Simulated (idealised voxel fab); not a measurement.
voxel trench capacitor: a process module
FYI the section here is cut, 270 nm wide, cells are 5 nm squares.
Each cross-section below is a grid of square cells, stated as bands in top-down order, with one or more rows of cells making up each band.
Band entry format. Leading values: height of top, height of bottom, nm. Remainder: materials in left-to-right order, each with its width in nm. Special words: "throughout" on a single material, which then fills the band edge to edge; "air", empty space.
Height is counted from the level 0, under which the received wafer is composed throughout of one material. The lowest of the bands is not closed at the bottom but continues downward, in the notation "top 0, no bottom".
The width entry "30..40" should be interpreted row by row: the top row of cells in the band takes the first number, the bottom row takes the second number, and the change between adjacent rows is uniform throughout.
Key: "no modifications" - step with no changed cell in the cross-section.
Basically, "closed voids" tells you about the enclosed voids: empty spaces with no open way to the top, 8 cells or bigger, each written width x height at distance, where distance is from the left edge, all in nm.
Read whatever lies past the settings on a step's line as the simulator's own remark about the step.
When a step includes a mask, the "overlay nm" setting on its line states how far to the right of its planned place that mask lay, and negative values state how far to the left.

Plan
step 1: RECEIVE | material Si
step 2: CONFORMAL_DEP | material SiN | thk nm 5
step 3: DIRECTIONAL_DEP | material aC | thk nm 15
step 4: PATTERN | tone open | mask id TRENCH | material resist | width nm 25 | pitch nm 45 | thk nm 35 | overlay nm 0
step 5: DIRECTIONAL_ETCH | etch materials aC | depth nm 15
step 6: STRIP | etch materials resist
step 7: DIRECTIONAL_ETCH | etch materials SiN | depth nm 5
step 8: DIRECTIONAL_ETCH | etch materials Si | depth nm 25
step 9: STRIP | etch materials aC
step 10: CONFORMAL_DEP | material Al2O3 | thk nm 5
step 11: FILL_DEP | material polySi | thk nm 5
step 12: CMP | height nm 5

As-received state of the wafer in cross-section, equivalent to post-step 1
  top 0, no bottom = Si throughout
  closed voids: none

Result of the module, cross-sectioned: start per above, plan per above, one error in how it was run
  top 5, bottom 0 = 105 nm SiN  5 nm Al2O3  15 nm polySi  5 nm Al2O3  20 nm SiN  5 nm Al2O3  15 nm polySi  5 nm Al2O3  95 nm SiN
  top 0, bottom -20 = 105 nm Si  5 nm Al2O3  15 nm polySi  5 nm Al2O3  20 nm Si  5 nm Al2O3  15 nm polySi  5 nm Al2O3  95 nm Si
  top -20, bottom -25 = 105 nm Si  25 nm Al2O3  20 nm Si  25 nm Al2O3  95 nm Si
  top -25, no bottom = Si throughout
  closed voids: none
Want to know what went wrong? contrary to plan, step 4 was performed as PATTERN | tone open | mask id TRENCH | material resist | width nm 25 | pitch nm 45 | thk nm 35 | overlay nm 5
